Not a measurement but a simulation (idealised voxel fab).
Process module heading - voxel capacitor over wiring
We display cut, a cross-section 200 nm in width whose square cells are each 5 nm.
A cross-section is a grid of square cells, given in bands from the top down. A band is one or more rows of cells.
Within each band entry, the heights of the top and of the bottom of the band appear first, in that order and in nm; the materials of the band then follow from left to right, each with its corresponding width in nm. The designation "edge to edge" on a single material indicates that it fills the band from edge to edge; the designation "empty" indicates empty space.
Where do heights start? At 0: under that level the wafer as delivered is made of one material only. And the lowest band has no floor; it just carries on downward, as in "0..down".
A two-number width, for instance "30..40", indicates that the width is equal to the first number in the top row of the band and to the second number in the bottom row, and that it changes by a constant amount per row of cells.
"all unchanged" for a step: no cell of the cross-section changed in that step.
You'll see "Enclosed void listing" listing empty spaces that have no way open to the top, as long as they're 8 cells or more; the notation is width x height at distance, where the distance is from the left edge, and all of it is in nm.
Heads up: the bit after the settings on a step's line is the simulator's remark on that step.
Among the settings permitted on a step's line is "overlay nm"; applied to a step with a mask, it specifies the extent to which the mask lay to the right of its planned position, whereas a negative figure signifies a position to the left.
STEPS PLANNED FOR THE PROCESS
1,RECEIVE | material Si
2,CONFORMAL_DEP | material SiO2 | thk nm 15
3,DIRECTIONAL_DEP | material TiN | thk nm 5
4,DIRECTIONAL_DEP | material Ru | thk nm 15
5,MASKED_ETCH | tone cover | mask id METAL_1 | width nm 25 | pitch nm 85 | etch materials Ru | depth nm 15 | overlay nm 0
6,MASKED_ETCH | tone cover | mask id METAL_1 | width nm 25 | pitch nm 85 | etch materials TiN | depth nm 5 | overlay nm 0
7,FILL_DEP | material lowk | thk nm 10
8,CMP | height nm 35
9,CONFORMAL_DEP | material SiCN | thk nm 5
10,DIRECTIONAL_DEP | material lowk | thk nm 20
11,MASKED_ETCH | tone open | mask id PLUG_1 | width nm 15 | etch materials lowk | depth nm 20 | overlay nm 0
12,MASKED_ETCH | tone open | mask id PLUG_1 | width nm 15 | etch materials SiCN | depth nm 5 | overlay nm 0
13,EPI | material Ru | thk nm 10
14,EPI | material Ru | thk nm 10
15,EPI | material Ru | thk nm 5
16,DIRECTIONAL_DEP | material TiN | thk nm 10
17,DIRECTIONAL_DEP | material Al2O3 | thk nm 5
18,DIRECTIONAL_DEP | material TiN | thk nm 5
19,PATTERN | tone cover | mask id UPPER_PLATE | material resist | width nm 55 | thk nm 15 | overlay nm 0
20,DIRECTIONAL_ETCH | etch materials TiN | depth nm 5
21,DIRECTIONAL_ETCH | etch materials Al2O3 | depth nm 5
22,STRIP | etch materials resist
23,PATTERN | tone cover | mask id LOWER_PLATE | material resist | width nm 75 | thk nm 20 | overlay nm 0
24,DIRECTIONAL_ETCH | etch materials TiN | depth nm 10
25,STRIP | etch materials resist
26,FILL_DEP | material SiO2 | thk nm 15
27,CMP | height nm 90
28,DIRECTIONAL_DEP | material aC | thk nm 15
29,PATTERN | tone open | mask id PLUG_2 | material resist | width nm 15 | thk nm 30 | overlay nm 0
30,DIRECTIONAL_ETCH | etch materials aC | depth nm 15
31,STRIP | etch materials resist
32,DIRECTIONAL_ETCH | etch materials SiO2 | depth nm 10
33,STRIP | etch materials aC
34,CONFORMAL_DEP | material TiN | thk nm 5
35,FILL_DEP | material W | thk nm 10
36,CMP | height nm 90
37,CONFORMAL_DEP | material SiCN | thk nm 5
Across this set of wafers, the varied parameter is the width nm of step 19. Starting conditions are identical for every wafer, and the plan reports the value assigned to the first wafer.
AS-RECEIVED STATE AFTER STEP 1, FIRST OF SEVERAL WAFERS, CROSS-SECTION
	0..down | Si edge to edge
	Enclosed void listing: none
CROSS-SECTION OF THE FIRST OF SEVERAL WAFERS ONCE THE MODULE HAS RUN THROUGH ITS LAST STEP, STEP 37
	95..90 | SiCN edge to edge
	90..85 | 65 SiO2 | 5 TiN | 5 W | 5 TiN | 120 SiO2
	85..75 | 65..60 SiO2 | 15..55 TiN | 120..85 SiO2
	75..70 | 60 SiO2 | 55 Al2O3 | 85 SiO2
	70..60 | 50 SiO2 | 75 TiN | 75 SiO2
	60..40 | 55 lowk | 15 Ru | 130 lowk
	40..35 | 55 SiCN | 15 Ru | 130 SiCN
	35..20 | 45 lowk | 25 Ru | 60 lowk | 25 Ru | 45 lowk
	20..15 | 45 lowk | 25 TiN | 60 lowk | 25 TiN | 45 lowk
	15..0 | SiO2 edge to edge
	0..down | Si edge to edge
	Enclosed void listing: none
END OF MODULE, LAST WAFER SECTIONED
	95..90 | SiCN edge to edge
	90..85 | 65 SiO2 | 5 TiN | 5 W | 5 TiN | 120 SiO2
	85..75 | 65..50 SiO2 | 15..75 TiN | 120..75 SiO2
	75..70 | 50 SiO2 | 80 Al2O3 | 70 SiO2
	70..60 | 50 SiO2 | 80 TiN | 70 SiO2
	60..40 | 55 lowk | 15 Ru | 130 lowk
	40..35 | 55 SiCN | 15 Ru | 130 SiCN
	35..20 | 45 lowk | 25 Ru | 60 lowk | 25 Ru | 45 lowk
	20..15 | 45 lowk | 25 TiN | 60 lowk | 25 TiN | 45 lowk
	15..0 | SiO2 edge to edge
	0..down | Si edge to edge
	Enclosed void listing: none
WAFER ROWS, END OF MODULE: CELLS PER MATERIAL GAINED (+) OR LOST (-) SINCE RECEIPT; CLOSED VOIDS LAST
width nm 55 | +11 Al2O3 | +45 Ru | +77 SiCN | +302 SiO2 | +56 TiN | +1 W | +268 lowk | Enclosed void listing: none
width nm 60 | +12 Al2O3 | +45 Ru | +77 SiCN | +300 SiO2 | +57 TiN | +1 W | +268 lowk | Enclosed void listing: none
width nm 65 | +13 Al2O3 | +45 Ru | +77 SiCN | +298 SiO2 | +58 TiN | +1 W | +268 lowk | Enclosed void listing: none
width nm 70 | +14 Al2O3 | +45 Ru | +77 SiCN | +296 SiO2 | +59 TiN | +1 W | +268 lowk | Enclosed void listing: none
width nm 75 | +15 Al2O3 | +45 Ru | +77 SiCN | +294 SiO2 | +60 TiN | +1 W | +268 lowk | Enclosed void listing: none
width nm 80 | +16 Al2O3 | +45 Ru | +77 SiCN | +291 SiO2 | +62 TiN | +1 W | +268 lowk | Enclosed void listing: none
